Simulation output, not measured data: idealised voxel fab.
The process module presented herein is designated voxel ribs on slabs.
Square cell edge 5 nm, section width 190 nm, ID cut.
If you're reading a cross-section in this doc, picture square cells in a grid; it comes to you as bands, top ones listed first down to the bottom, and a band can be one or more rows of cells. Each band's line starts with the height of the band's top and of its bottom, in nm. Then come its materials from left to right, each with its width in nm. One material with "edge to edge" fills the band from edge to edge. "blank" is empty space. Convention: height 0 is the level below which the wafer, as received, is all one material. The lowest band does not terminate at the bottom but continues downward, represented as "z 0 and below". Note: "30->40" means the width goes from the first number (top row of the band) to the second number (bottom row) in equal steps per row of cells. It should be understood that the words "remained unchanged", when stated for a given step, signify that the cross-section underwent no change in any of its cells during that step. Entry "Sealed void list". Content: empty spaces with no open connection to the top, size 8 cells or greater. Each: width x height at distance. Distance: from left edge. Unit: nm. Text after the settings on a step's line: the simulator's own remark on that step. A step's line can hold "overlay nm"; with a mask on that step, the setting says how far right of the planned place the mask lay, while a negative setting says it lay to the left.
-- Steps in the process plan
- 1: RECEIVE: material Si
- 2: DIRECTIONAL_DEP: material SiO2, thk nm 20
- 3: DIRECTIONAL_DEP: material SiN, thk nm 20
- 4: DIRECTIONAL_DEP: material aC, thk nm 15
- 5: PATTERN: tone cover, mask id RIB, material resist, width nm 20, thk nm 30, overlay nm 0
- 6: DIRECTIONAL_ETCH: etch materials aC, depth nm 15
- 7: STRIP: etch materials resist
- 8: DIRECTIONAL_ETCH: etch materials SiN, depth nm 10
- 9: STRIP: etch materials aC
- 10: PATTERN: tone cover, mask id SLAB, material resist, width nm 70, thk nm 15, overlay nm 0
- 11: DIRECTIONAL_ETCH: etch materials SiN, depth nm 10
- 12: STRIP: etch materials resist
- 13: FILL_DEP: material SiO2, thk nm 30
- 14: CMP: height nm 60
- 15: DIRECTIONAL_DEP: material W, thk nm 5
- 16: DIRECTIONAL_DEP: material aC, thk nm 15
- 17: PATTERN: tone cover, mask id HEATER, material resist, width nm 30, thk nm 30, overlay nm 0
- 18: DIRECTIONAL_ETCH: etch materials aC, depth nm 15
- 19: STRIP: etch materials resist
- 20: DIRECTIONAL_ETCH: etch materials W, depth nm 5
- 21: STRIP: etch materials aC
- 22: CONFORMAL_DEP: material SiN, thk nm 5
-- Cross-section of the wafer as it came to us, i.e., already through step 1
    z 0 and below | Si edge to edge
    Sealed void list: none
-- Wafer cross-section at end of module: start and plan as shown above, one execution error
    z 85 to 80 | SiN edge to edge
    z 80 to 65 | SiO2 edge to edge
    z 65 to 60 | W edge to edge
    z 60 to 40 | SiO2 edge to edge
    z 40 to 30 | SiO2: 85; SiN: 20; SiO2: 85
    z 30 to 20 | SiO2: 60; SiN: 70; SiO2: 60
    z 20 to 0 | SiO2 edge to edge
    z 0 and below | Si edge to edge
    Sealed void list: none
Diagnosis: so step 16 ended up running with a different setting than we planned, it ran as DIRECTIONAL_DEP: material SiO2, thk nm 15
